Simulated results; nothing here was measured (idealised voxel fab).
Process module under the name voxel gate over fins
Shown is cross-section cut, with a width of 275 nm and square cells of size 5 nm.
In this document a cross-section is written as a grid of square cells. It is given as a series of bands, listed from the top down, and a band is one or more rows of cells.
Band: top and bottom heights (nm) first, top before bottom; then materials from left to right, widths in nm. "edge to edge" marks a sole material filling the band edge to edge. "empty" denotes empty space.
A quick word on heights: they are counted from 0, and under that level the wafer as it came to us is one material throughout. The lowest band is different from the rest in having no bottom; it simply continues downward, written as in "from 0 down".
Think of "30..40" as a width that walks from the first number to the second as you go down the band, top row to bottom row, taking equal-sized steps from row to row.
No cell of the cross-section changed in a step that is given as "nothing got changed".
"Internal closed voids" contains a list of empty spaces, each no smaller than 8 cells and without an open way to the top, written in the form width x height at distance with the distance from the left edge and all three in nm.
Past the settings on a step's line: simulator remark, on that step.
You can add "overlay nm" to a step's line. For a step with a mask, it describes how far the mask lay to the right of its planned position, and a negative number describes a lay to the left.

### The process steps that were planned are listed below
1. RECEIVE: material Si
2. CONFORMAL_DEP: material SiN, thk nm 10
3. MASKED_ETCH: tone cover, mask id FINS, width nm 15, pitch nm 55, etch materials SiN, depth nm 10, overlay nm 0
4. MASKED_ETCH: tone cover, mask id FINS, width nm 15, pitch nm 55, etch materials Si, depth nm 35, overlay nm 0
5. FILL_DEP: material SiO2, thk nm 10
6. CMP: height nm 10
7. PATTERN: tone open, mask id RAIL, material resist, width nm 15, thk nm 15, overlay nm 0
8. DIRECTIONAL_ETCH: etch materials SiO2, depth nm 40
9. STRIP: etch materials resist
10. CONFORMAL_DEP: material TiN, thk nm 5
11. FILL_DEP: material W, thk nm 10
12. CMP: height nm 10
13. SELECTIVE_ETCH: etch materials W Ru TiN, depth nm 30
14. FILL_DEP: material SiO2, thk nm 5
15. CMP: height nm 10
16. SELECTIVE_ETCH: etch materials SiO2, depth nm 25
17. STRIP: etch materials SiN
18. CONFORMAL_DEP: material HfO2, thk nm 5
19. CONFORMAL_DEP: material TiN, thk nm 5
20. CONFORMAL_DEP: material TiAl, thk nm 5
21. CONFORMAL_DEP: material TiN, thk nm 5
22. FILL_DEP: material W, thk nm 10
23. CMP: height nm 25
24. CONFORMAL_DEP: material SiN, thk nm 10

### Concerning the first of two wafers, which was run in accordance with the plan

### Here's what the wafer looked like in cross-section when it arrived - that's after step 1
* from 0 down: Si edge to edge
* Internal closed voids: none

### after step 2
* from 10 to 0: SiN edge to edge
* Below 0 it's all the same as before, nothing changed down there.

### after step 3
* from 10 to 0: 100 nm empty; 15 nm SiN; 40 nm empty; 15 nm SiN; 105 nm empty
* Below 0 it's all the same as before, nothing changed down there.

### after step 4
* from 10 to 0: 100 nm empty; 15 nm SiN; 40 nm empty; 15 nm SiN; 105 nm empty
* from 0 to -35: 100 nm empty; 15 nm Si; 40 nm empty; 15 nm Si; 105 nm empty
* Below -35 it's all the same as before, nothing changed down there.

### after step 5
* from 20 to 10: SiO2 edge to edge
* from 10 to 0: 100 nm SiO2; 15 nm SiN; 40 nm SiO2; 15 nm SiN; 105 nm SiO2
* from 0 to -35: 100 nm SiO2; 15 nm Si; 40 nm SiO2; 15 nm Si; 105 nm SiO2
* Below -35 it's all the same as before, nothing changed down there.

### after step 6
* from 10 to 0: 100 nm SiO2; 15 nm SiN; 40 nm SiO2; 15 nm SiN; 105 nm SiO2
* Below 0 it's all the same as before, nothing changed down there.

### after step 7
* from 25 to 10: 125 nm resist; 15 nm empty; 135 nm resist
* Below 10 it's all the same as before, nothing changed down there.

### after step 8
* from 25 to 10: 125 nm resist; 15 nm empty; 135 nm resist
* from 10 to 0: 100 nm SiO2; 15 nm SiN; 10 nm SiO2; 15 nm empty; 15 nm SiO2; 15 nm SiN; 105 nm SiO2
* from 0 to -30: 100 nm SiO2; 15 nm Si; 10 nm SiO2; 15 nm empty; 15 nm SiO2; 15 nm Si; 105 nm SiO2
* Below -30 it's all the same as before, nothing changed down there.

### after step 9
* from 10 to 0: 100 nm SiO2; 15 nm SiN; 10 nm SiO2; 15 nm empty; 15 nm SiO2; 15 nm SiN; 105 nm SiO2
* Below 0 it's all the same as before, nothing changed down there.

### after step 10
* from 15 to 10: 130 nm TiN; 5 nm empty; 140 nm TiN
* from 10 to 0: 100 nm SiO2; 15 nm SiN; 10 nm SiO2; 5 nm TiN; 5 nm empty; 5 nm TiN; 15 nm SiO2; 15 nm SiN; 105 nm SiO2
* from 0 to -25: 100 nm SiO2; 15 nm Si; 10 nm SiO2; 5 nm TiN; 5 nm empty; 5 nm TiN; 15 nm SiO2; 15 nm Si; 105 nm SiO2
* from -25 to -30: 100 nm SiO2; 15 nm Si; 10 nm SiO2; 15 nm TiN; 15 nm SiO2; 15 nm Si; 105 nm SiO2
* Below -30 it's all the same as before, nothing changed down there.

### after step 11
* from 25 to 15: W edge to edge
* from 15 to 10: 130 nm TiN; 5 nm W; 140 nm TiN
* from 10 to 0: 100 nm SiO2; 15 nm SiN; 10 nm SiO2; 5 nm TiN; 5 nm W; 5 nm TiN; 15 nm SiO2; 15 nm SiN; 105 nm SiO2
* from 0 to -25: 100 nm SiO2; 15 nm Si; 10 nm SiO2; 5 nm TiN; 5 nm W; 5 nm TiN; 15 nm SiO2; 15 nm Si; 105 nm SiO2
* Below -25 it's all the same as before, nothing changed down there.

### after step 12
* from 10 to 0: 100 nm SiO2; 15 nm SiN; 10 nm SiO2; 5 nm TiN; 5 nm W; 5 nm TiN; 15 nm SiO2; 15 nm SiN; 105 nm SiO2
* Below 0 it's all the same as before, nothing changed down there.

### after step 13
* from 10 to 0: 100 nm SiO2; 15 nm SiN; 10 nm SiO2; 15 nm empty; 15 nm SiO2; 15 nm SiN; 105 nm SiO2
* from 0 to -20: 100 nm SiO2; 15 nm Si; 10 nm SiO2; 15 nm empty; 15 nm SiO2; 15 nm Si; 105 nm SiO2
* Below -20 it's all the same as before, nothing changed down there.

### after step 14
* from 15 to 10: SiO2 edge to edge
* from 10 to 0: 100 nm SiO2; 15 nm SiN; 40 nm SiO2; 15 nm SiN; 105 nm SiO2
* from 0 to -20: 100 nm SiO2; 15 nm Si; 40 nm SiO2; 15 nm Si; 105 nm SiO2
* Below -20 it's all the same as before, nothing changed down there.

### after step 15
* from 10 to 0: 100 nm SiO2; 15 nm SiN; 40 nm SiO2; 15 nm SiN; 105 nm SiO2
* Below 0 it's all the same as before, nothing changed down there.

### after step 16
* from 10 to 0: 100 nm empty; 15 nm SiN; 40 nm empty; 15 nm SiN; 105 nm empty
* from 0 to -15: 100 nm empty; 15 nm Si; 40 nm empty; 15 nm Si; 105 nm empty
* Below -15 it's all the same as before, nothing changed down there.

### after step 17
* from 0 to -15: 100 nm empty; 15 nm Si; 40 nm empty; 15 nm Si; 105 nm empty
* Below -15 it's all the same as before, nothing changed down there.

### after step 18
* from 5 to 0: 95 nm empty; 25 nm HfO2; 30 nm empty; 25 nm HfO2; 100 nm empty
* from 0 to -10: 95 nm empty; 5 nm HfO2; 15 nm Si; 5 nm HfO2; 30 nm empty; 5 nm HfO2; 15 nm Si; 5 nm HfO2; 100 nm empty
* from -10 to -15: 100 nm HfO2; 15 nm Si; 40 nm HfO2; 15 nm Si; 105 nm HfO2
* Below -15 it's all the same as before, nothing changed down there.

### after step 19
* from 10 to 5: 90 nm empty; 35 nm TiN; 20 nm empty; 35 nm TiN; 95 nm empty
* from 5 to 0: 90 nm empty; 5 nm TiN; 25 nm HfO2; 5 nm TiN; 20 nm empty; 5 nm TiN; 25 nm HfO2; 5 nm TiN; 95 nm empty
* from 0 to -5: 90 nm empty; 5 nm TiN; 5 nm HfO2; 15 nm Si; 5 nm HfO2; 5 nm TiN; 20 nm empty; 5 nm TiN; 5 nm HfO2; 15 nm Si; 5 nm HfO2; 5 nm TiN; 95 nm empty
* from -5 to -10: 95 nm TiN; 5 nm HfO2; 15 nm Si; 5 nm HfO2; 30 nm TiN; 5 nm HfO2; 15 nm Si; 5 nm HfO2; 100 nm TiN
* Below -10 it's all the same as before, nothing changed down there.

### after step 20
* from 15 to 10: 85 nm empty; 45 nm TiAl; 10 nm empty; 45 nm TiAl; 90 nm empty
* from 10 to 5: 85 nm empty; 5 nm TiAl; 35 nm TiN; 5 nm TiAl; 10 nm empty; 5 nm TiAl; 35 nm TiN; 5 nm TiAl; 90 nm empty
* from 5 to 0: 85 nm empty; 5 nm TiAl; 5 nm TiN; 25 nm HfO2; 5 nm TiN; 5 nm TiAl; 10 nm empty; 5 nm TiAl; 5 nm TiN; 25 nm HfO2; 5 nm TiN; 5 nm TiAl; 90 nm empty
* from 0 to -5: 90 nm TiAl; 5 nm TiN; 5 nm HfO2; 15 nm Si; 5 nm HfO2; 5 nm TiN; 20 nm TiAl; 5 nm TiN; 5 nm HfO2; 15 nm Si; 5 nm HfO2; 5 nm TiN; 95 nm TiAl
* Below -5 it's all the same as before, nothing changed down there.

### after step 21
* from 20 to 15: 80 nm empty; 110 nm TiN; 85 nm empty
* from 15 to 10: 80 nm empty; 5 nm TiN; 45 nm TiAl; 10 nm TiN; 45 nm TiAl; 5 nm TiN; 85 nm empty
* from 10 to 5: 80 nm empty; 5 nm TiN; 5 nm TiAl; 35 nm TiN; 5 nm TiAl; 10 nm TiN; 5 nm TiAl; 35 nm TiN; 5 nm TiAl; 5 nm TiN; 85 nm empty
* from 5 to 0: 85 nm TiN; 5 nm TiAl; 5 nm TiN; 25 nm HfO2; 5 nm TiN; 5 nm TiAl; 10 nm TiN; 5 nm TiAl; 5 nm TiN; 25 nm HfO2; 5 nm TiN; 5 nm TiAl; 90 nm TiN
* Below 0 it's all the same as before, nothing changed down there.

### after step 22
* from 30 to 20: W edge to edge
* from 20 to 15: 80 nm W; 110 nm TiN; 85 nm W
* from 15 to 10: 80 nm W; 5 nm TiN; 45 nm TiAl; 10 nm TiN; 45 nm TiAl; 5 nm TiN; 85 nm W
* from 10 to 5: 80 nm W; 5 nm TiN; 5 nm TiAl; 35 nm TiN; 5 nm TiAl; 10 nm TiN; 5 nm TiAl; 35 nm TiN; 5 nm TiAl; 5 nm TiN; 85 nm W
* Below 5 it's all the same as before, nothing changed down there.

### after step 23
* from 25 to 20: W edge to edge
* Below 20 it's all the same as before, nothing changed down there.

### after step 24
* from 35 to 25: SiN edge to edge
* Below 25 it's all the same as before, nothing changed down there.

### The second wafer began exactly as the first did and followed the same plan, but one mistake was made while running it; through step 6 inclusive, the two wafers are identical

### Cross-section of the second wafer corresponding to the planned conclusion of step 7
* from 25 to 10: 120 nm resist; 25 nm empty; 130 nm resist
* Below 10 it's all the same as before, nothing changed down there.

### Cross-section of the second wafer corresponding to the planned conclusion of step 8
* from 25 to 10: 120 nm resist; 25 nm empty; 130 nm resist
* from 10 to 0: 100 nm SiO2; 15 nm SiN; 5 nm SiO2; 25 nm empty; 10 nm SiO2; 15 nm SiN; 105 nm SiO2
* from 0 to -30: 100 nm SiO2; 15 nm Si; 5 nm SiO2; 25 nm empty; 10 nm SiO2; 15 nm Si; 105 nm SiO2
* Below -30 it's all the same as before, nothing changed down there.

### Cross-section of the second wafer corresponding to the planned conclusion of step 9
* from 10 to 0: 100 nm SiO2; 15 nm SiN; 5 nm SiO2; 25 nm empty; 10 nm SiO2; 15 nm SiN; 105 nm SiO2
* Below 0 it's all the same as before, nothing changed down there.

### Cross-section of the second wafer corresponding to the planned conclusion of step 10
* from 15 to 10: 125 nm TiN; 15 nm empty; 135 nm TiN
* from 10 to 0: 100 nm SiO2; 15 nm SiN; 5 nm SiO2; 5 nm TiN; 15 nm empty; 5 nm TiN; 10 nm SiO2; 15 nm SiN; 105 nm SiO2
* from 0 to -25: 100 nm SiO2; 15 nm Si; 5 nm SiO2; 5 nm TiN; 15 nm empty; 5 nm TiN; 10 nm SiO2; 15 nm Si; 105 nm SiO2
* from -25 to -30: 100 nm SiO2; 15 nm Si; 5 nm SiO2; 25 nm TiN; 10 nm SiO2; 15 nm Si; 105 nm SiO2
* Below -30 it's all the same as before, nothing changed down there.

### Cross-section of the second wafer corresponding to the planned conclusion of step 11
* from 25 to 15: W edge to edge
* from 15 to 10: 125 nm TiN; 15 nm W; 135 nm TiN
* from 10 to 0: 100 nm SiO2; 15 nm SiN; 5 nm SiO2; 5 nm TiN; 15 nm W; 5 nm TiN; 10 nm SiO2; 15 nm SiN; 105 nm SiO2
* from 0 to -25: 100 nm SiO2; 15 nm Si; 5 nm SiO2; 5 nm TiN; 15 nm W; 5 nm TiN; 10 nm SiO2; 15 nm Si; 105 nm SiO2
* Below -25 it's all the same as before, nothing changed down there.

### Cross-section of the second wafer corresponding to the planned conclusion of step 12
* from 10 to 0: 100 nm SiO2; 15 nm SiN; 5 nm SiO2; 5 nm TiN; 15 nm W; 5 nm TiN; 10 nm SiO2; 15 nm SiN; 105 nm SiO2
* Below 0 it's all the same as before, nothing changed down there.

### Cross-section of the second wafer corresponding to the planned conclusion of step 13
* from 10 to 0: 100 nm SiO2; 15 nm SiN; 5 nm SiO2; 25 nm empty; 10 nm SiO2; 15 nm SiN; 105 nm SiO2
* from 0 to -20: 100 nm SiO2; 15 nm Si; 5 nm SiO2; 25 nm empty; 10 nm SiO2; 15 nm Si; 105 nm SiO2
* Below -20 it's all the same as before, nothing changed down there.

### Cross-section of the second wafer corresponding to the planned conclusion of step 14
* from 15 to 10: SiO2 edge to edge
* from 10 to 0: 100 nm SiO2; 15 nm SiN; 40 nm SiO2; 15 nm SiN; 105 nm SiO2
* from 0 to -20: 100 nm SiO2; 15 nm Si; 40 nm SiO2; 15 nm Si; 105 nm SiO2
* Below -20 it's all the same as before, nothing changed down there.

### Cross-section of the second wafer corresponding to the planned conclusion of step 15
* from 10 to 0: 100 nm SiO2; 15 nm SiN; 40 nm SiO2; 15 nm SiN; 105 nm SiO2
* Below 0 it's all the same as before, nothing changed down there.

### Cross-section of the second wafer corresponding to the planned conclusion of step 16
* from 10 to 0: 100 nm empty; 15 nm SiN; 40 nm empty; 15 nm SiN; 105 nm empty
* from 0 to -15: 100 nm empty; 15 nm Si; 40 nm empty; 15 nm Si; 105 nm empty
* Below -15 it's all the same as before, nothing changed down there.

### Cross-section of the second wafer corresponding to the planned conclusion of step 17
* from 0 to -15: 100 nm empty; 15 nm Si; 40 nm empty; 15 nm Si; 105 nm empty
* Below -15 it's all the same as before, nothing changed down there.

### Cross-section of the second wafer corresponding to the planned conclusion of step 18
* from 5 to 0: 95 nm empty; 25 nm HfO2; 30 nm empty; 25 nm HfO2; 100 nm empty
* from 0 to -10: 95 nm empty; 5 nm HfO2; 15 nm Si; 5 nm HfO2; 30 nm empty; 5 nm HfO2; 15 nm Si; 5 nm HfO2; 100 nm empty
* from -10 to -15: 100 nm HfO2; 15 nm Si; 40 nm HfO2; 15 nm Si; 105 nm HfO2
* Below -15 it's all the same as before, nothing changed down there.

### Cross-section of the second wafer corresponding to the planned conclusion of step 19
* from 10 to 5: 90 nm empty; 35 nm TiN; 20 nm empty; 35 nm TiN; 95 nm empty
* from 5 to 0: 90 nm empty; 5 nm TiN; 25 nm HfO2; 5 nm TiN; 20 nm empty; 5 nm TiN; 25 nm HfO2; 5 nm TiN; 95 nm empty
* from 0 to -5: 90 nm empty; 5 nm TiN; 5 nm HfO2; 15 nm Si; 5 nm HfO2; 5 nm TiN; 20 nm empty; 5 nm TiN; 5 nm HfO2; 15 nm Si; 5 nm HfO2; 5 nm TiN; 95 nm empty
* from -5 to -10: 95 nm TiN; 5 nm HfO2; 15 nm Si; 5 nm HfO2; 30 nm TiN; 5 nm HfO2; 15 nm Si; 5 nm HfO2; 100 nm TiN
* Below -10 it's all the same as before, nothing changed down there.

### Cross-section of the second wafer corresponding to the planned conclusion of step 20
* from 15 to 10: 85 nm empty; 45 nm TiAl; 10 nm empty; 45 nm TiAl; 90 nm empty
* from 10 to 5: 85 nm empty; 5 nm TiAl; 35 nm TiN; 5 nm TiAl; 10 nm empty; 5 nm TiAl; 35 nm TiN; 5 nm TiAl; 90 nm empty
* from 5 to 0: 85 nm empty; 5 nm TiAl; 5 nm TiN; 25 nm HfO2; 5 nm TiN; 5 nm TiAl; 10 nm empty; 5 nm TiAl; 5 nm TiN; 25 nm HfO2; 5 nm TiN; 5 nm TiAl; 90 nm empty
* from 0 to -5: 90 nm TiAl; 5 nm TiN; 5 nm HfO2; 15 nm Si; 5 nm HfO2; 5 nm TiN; 20 nm TiAl; 5 nm TiN; 5 nm HfO2; 15 nm Si; 5 nm HfO2; 5 nm TiN; 95 nm TiAl
* Below -5 it's all the same as before, nothing changed down there.

### Cross-section of the second wafer corresponding to the planned conclusion of step 21
* from 20 to 15: 80 nm empty; 110 nm TiN; 85 nm empty
* from 15 to 10: 80 nm empty; 5 nm TiN; 45 nm TiAl; 10 nm TiN; 45 nm TiAl; 5 nm TiN; 85 nm empty
* from 10 to 5: 80 nm empty; 5 nm TiN; 5 nm TiAl; 35 nm TiN; 5 nm TiAl; 10 nm TiN; 5 nm TiAl; 35 nm TiN; 5 nm TiAl; 5 nm TiN; 85 nm empty
* from 5 to 0: 85 nm TiN; 5 nm TiAl; 5 nm TiN; 25 nm HfO2; 5 nm TiN; 5 nm TiAl; 10 nm TiN; 5 nm TiAl; 5 nm TiN; 25 nm HfO2; 5 nm TiN; 5 nm TiAl; 90 nm TiN
* Below 0 it's all the same as before, nothing changed down there.

### Cross-section of the second wafer corresponding to the planned conclusion of step 22
* from 30 to 20: W edge to edge
* from 20 to 15: 80 nm W; 110 nm TiN; 85 nm W
* from 15 to 10: 80 nm W; 5 nm TiN; 45 nm TiAl; 10 nm TiN; 45 nm TiAl; 5 nm TiN; 85 nm W
* from 10 to 5: 80 nm W; 5 nm TiN; 5 nm TiAl; 35 nm TiN; 5 nm TiAl; 10 nm TiN; 5 nm TiAl; 35 nm TiN; 5 nm TiAl; 5 nm TiN; 85 nm W
* Below 5 it's all the same as before, nothing changed down there.

### Cross-section of the second wafer corresponding to the planned conclusion of step 23
* from 25 to 20: W edge to edge
* Below 20 it's all the same as before, nothing changed down there.

### Cross-section of the second wafer corresponding to the planned conclusion of step 24
* from 35 to 25: SiN edge to edge
* Below 25 it's all the same as before, nothing changed down there.
In executing the process, a mistake was made relative to the plan: step 7, actual vs plan mismatch, actual run PATTERN: tone open, mask id RAIL, material resist, width nm 25, thk nm 15, overlay nm 0
Heads up, by the end the second wafer has more or fewer cells of some materials compared to the first: -4 SiO2, +2 TiN, +2 W
